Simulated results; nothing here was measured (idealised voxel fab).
Title: Process Module voxel double patterning
Section shown: cut. Width: 205 nm. Cell size: 5 nm, square.
Cross-section layout: square cells on a grid; listed as bands, top to bottom; a band spans one or more cell rows. First you get the band's top height and its bottom height, in nm, and then the materials it's made of, left to right, with each width in nm. If you see a single material with "throughout", that one covers the band edge to edge. "air" is empty space. Heights from 0 (as-received wafer is one material below). Bottom band endless downward, as "0 nm and below". The expression "30->40" gives the width at the extremes of the band, the first number at its top row of cells and the second at its bottom row, with the width changing by equal amounts from each row to the next in between. The cross-section has no changed cell in any step marked "remained the same". Empty spaces without an open route to the top, at least 8 cells in extent, make up the entry "Closed void roster"; each is given as width x height at distance, where the distance is measured from the left edge, and all are in nm. The remark found on a step's line after its settings is issued by the simulator itself and pertains to that step. Each step line may optionally specify "overlay nm", which for a step with a mask gives the rightward distance between the mask's planned place and where it lay, a negative value indicating the leftward direction.

Planned step list for the process
1,RECEIVE: material Si
2,CONFORMAL_DEP: material SiO2, thk nm 10
3,DIRECTIONAL_DEP: material TiN, thk nm 15
4,DIRECTIONAL_DEP: material SiCN, thk nm 10
5,MASKED_ETCH: tone open, mask id FIRST, width nm 15, pitch nm 50, etch materials SiCN, depth nm 10, overlay nm 0
6,MASKED_ETCH: tone open, mask id SECOND, width nm 15, etch materials SiCN, depth nm 10, overlay nm 0
7,DIRECTIONAL_ETCH: etch materials TiN, depth nm 15
8,STRIP: etch materials SiCN

Cross-sectional view of the wafer in its as-received condition, corresponding to the state after step 1
  0 nm and below = Si throughout
  Closed void roster: none

Post-module cross-section: identical start and plan to those above, one misstep in execution
  25 nm to 15 nm = SiO2 throughout
  15 nm to 0 nm = TiN throughout
  0 nm and below = Si throughout
  Closed void roster: none
So what did we get wrong on this run? steps 2 and 3 of the plan were each performed in the slot designated for the other
